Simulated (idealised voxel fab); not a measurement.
This is a process module. Its name is voxel wiring stack.
Section shown: cut. Width: 300 nm. Cell size: 5 nm, square.
Bands, listed from the top down, are how a cross-section gets written in this document; the cross-section itself is a grid of square cells, and a band is one or more rows of them. For a band, the entry starts with two heights in nm, that of the top and then that of the bottom, and carries on with the band's materials in order from left to right, each alongside its width in nm; the word "throughout" beside a single material means it fills the band edge to edge, and "air" means empty space. Height datum 0, below which the as-received substrate wafer is one material. Lowest band open at the bottom, running downward: "0 -> down". A two-number width, for instance "30 to 40", indicates that the width is equal to the first number in the top row of the band and to the second number in the bottom row, and that it changes by a constant amount per row of cells. The cross-section has no changed cell in any step marked "stayed the same". Under "Cavities, closed" you'll find the enclosed gaps, the ones with no way out to the top, that are 8 cells or bigger; each reads width x height at distance, with distance counted from the left edge, everything in nm. after a step's settings: what the simulator itself notes on the step. Regarding "overlay nm": on a step with a mask, it is the distance the mask lay to the right of its planned place; a negative value places it to the left.
[The steps planned for the process are as follows]
step 1: RECEIVE, material Si
step 2: CONFORMAL_DEP, material SiO2, thk nm 15
step 3: CONFORMAL_DEP, material SiCN, thk nm 5
step 4: DIRECTIONAL_DEP, material lowk, thk nm 15
step 5: DIRECTIONAL_DEP, material aC, thk nm 10
step 6: PATTERN, tone open, mask id METAL_1, material resist, width nm 25, pitch nm 40, thk nm 30, overlay nm 0
step 7: DIRECTIONAL_ETCH, etch materials aC, depth nm 10
step 8: STRIP, etch materials resist
step 9: DIRECTIONAL_ETCH, etch materials lowk, depth nm 15
step 10: DIRECTIONAL_ETCH, etch materials SiCN, depth nm 5
step 11: STRIP, etch materials aC
step 12: CONFORMAL_DEP, material TiN, thk nm 5
step 13: FILL_DEP, material Ru, thk nm 10
step 14: CMP, height nm 35
step 15: EPI, material Ru, thk nm 5
step 16: FILL_DEP, material SiCN, thk nm 5
step 17: DIRECTIONAL_DEP, material lowk, thk nm 15
step 18: DIRECTIONAL_DEP, material aC, thk nm 10
step 19: PATTERN, tone open, mask id PLUG_1, material resist, width nm 15, pitch nm 40, thk nm 25, overlay nm 0
step 20: DIRECTIONAL_ETCH, etch materials aC, depth nm 10
step 21: STRIP, etch materials resist
step 22: DIRECTIONAL_ETCH, etch materials lowk, depth nm 15
step 23: DIRECTIONAL_ETCH, etch materials SiCN, depth nm 5
step 24: STRIP, etch materials aC
step 25: EPI, material Ru, thk nm 10
step 26: EPI, material Ru, thk nm 10
step 27: DIRECTIONAL_DEP, material TiN, thk nm 5
step 28: DIRECTIONAL_DEP, material W, thk nm 20
step 29: PATTERN, tone cover, mask id METAL_2, material resist, width nm 25, pitch nm 40, thk nm 15, overlay nm 0
step 30: DIRECTIONAL_ETCH, etch materials W, depth nm 20
step 31: DIRECTIONAL_ETCH, etch materials TiN, depth nm 5
step 32: STRIP, etch materials resist
step 33: FILL_DEP, material SiO2, thk nm 5
step 34: CMP, height nm 85
step 35: CONFORMAL_DEP, material SiCN, thk nm 5
step 36: DIRECTIONAL_DEP, material SiO2, thk nm 35
step 37: DIRECTIONAL_DEP, material aC, thk nm 15
step 38: PATTERN, tone open, mask id METAL_3, material resist, width nm 25, pitch nm 40, thk nm 35, overlay nm -15
step 39: DIRECTIONAL_ETCH, etch materials aC, depth nm 15
step 40: STRIP, etch materials resist
step 41: DIRECTIONAL_ETCH, etch materials SiO2, depth nm 20
step 42: STRIP, etch materials aC
step 43: PATTERN, tone open, mask id METAL_3_HOLES, material resist, width nm 15, thk nm 15, overlay nm 0
step 44: DIRECTIONAL_ETCH, etch materials SiO2, depth nm 15
step 45: DIRECTIONAL_ETCH, etch materials SiCN, depth nm 5
step 46: STRIP, etch materials resist
step 47: CONFORMAL_DEP, material TiN, thk nm 5
step 48: FILL_DEP, material Ru, thk nm 10
step 49: CMP, height nm 125
step 50: CONFORMAL_DEP, material SiCN, thk nm 5
step 51: DIRECTIONAL_DEP, material lowk, thk nm 25
step 52: PATTERN, tone open, mask id METAL_4_HOLES, material resist, width nm 15, pitch nm 40, thk nm 20, overlay nm 0
step 53: DIRECTIONAL_ETCH, etch materials lowk, depth nm 25
step 54: STRIP, etch materials resist
step 55: PATTERN, tone open, mask id METAL_4, material resist, width nm 25, pitch nm 40, thk nm 20, overlay nm 0
step 56: DIRECTIONAL_ETCH, etch materials lowk, depth nm 15
step 57: DIRECTIONAL_ETCH, etch materials SiCN, depth nm 5
step 58: STRIP, etch materials resist
step 59: CONFORMAL_DEP, material TiN, thk nm 5
step 60: FILL_DEP, material Cu, thk nm 5
step 61: CMP, height nm 155
step 62: CONFORMAL_DEP, material SiCN, thk nm 5
What sets these wafers apart? The overlay nm at step 38. They all start alike, and the plan carries the first wafer's value.
[The first of several wafers as received, shown in cross-section; this is its state after step 1]
0 -> down | Si throughout
Cavities, closed: none
[Per-wafer rows below. For each material: cells gained (+) or lost (-) since the wafer was received, as of end of module. Then: closed voids]
overlay nm -15; +18 Cu; +76 Ru; +322 SiCN; +801 SiO2; +93 TiN; +40 W; +570 lowk; Cavities, closed: none
overlay nm -10; +18 Cu; +78 Ru; +321 SiCN; +801 SiO2; +92 TiN; +40 W; +570 lowk; Cavities, closed: none
overlay nm -5; +18 Cu; +78 Ru; +321 SiCN; +801 SiO2; +92 TiN; +40 W; +570 lowk; Cavities, closed: none
overlay nm 0; +18 Cu; +78 Ru; +321 SiCN; +801 SiO2; +92 TiN; +40 W; +570 lowk; Cavities, closed: none
overlay nm 5; +18 Cu; +76 Ru; +322 SiCN; +801 SiO2; +93 TiN; +40 W; +570 lowk; Cavities, closed: none
overlay nm 10; +18 Cu; +78 Ru; +323 SiCN; +801 SiO2; +90 TiN; +40 W; +570 lowk; Cavities, closed: none
overlay nm 15; +18 Cu; +80 Ru; +324 SiCN; +801 SiO2; +87 TiN; +40 W; +570 lowk; Cavities, closed: none
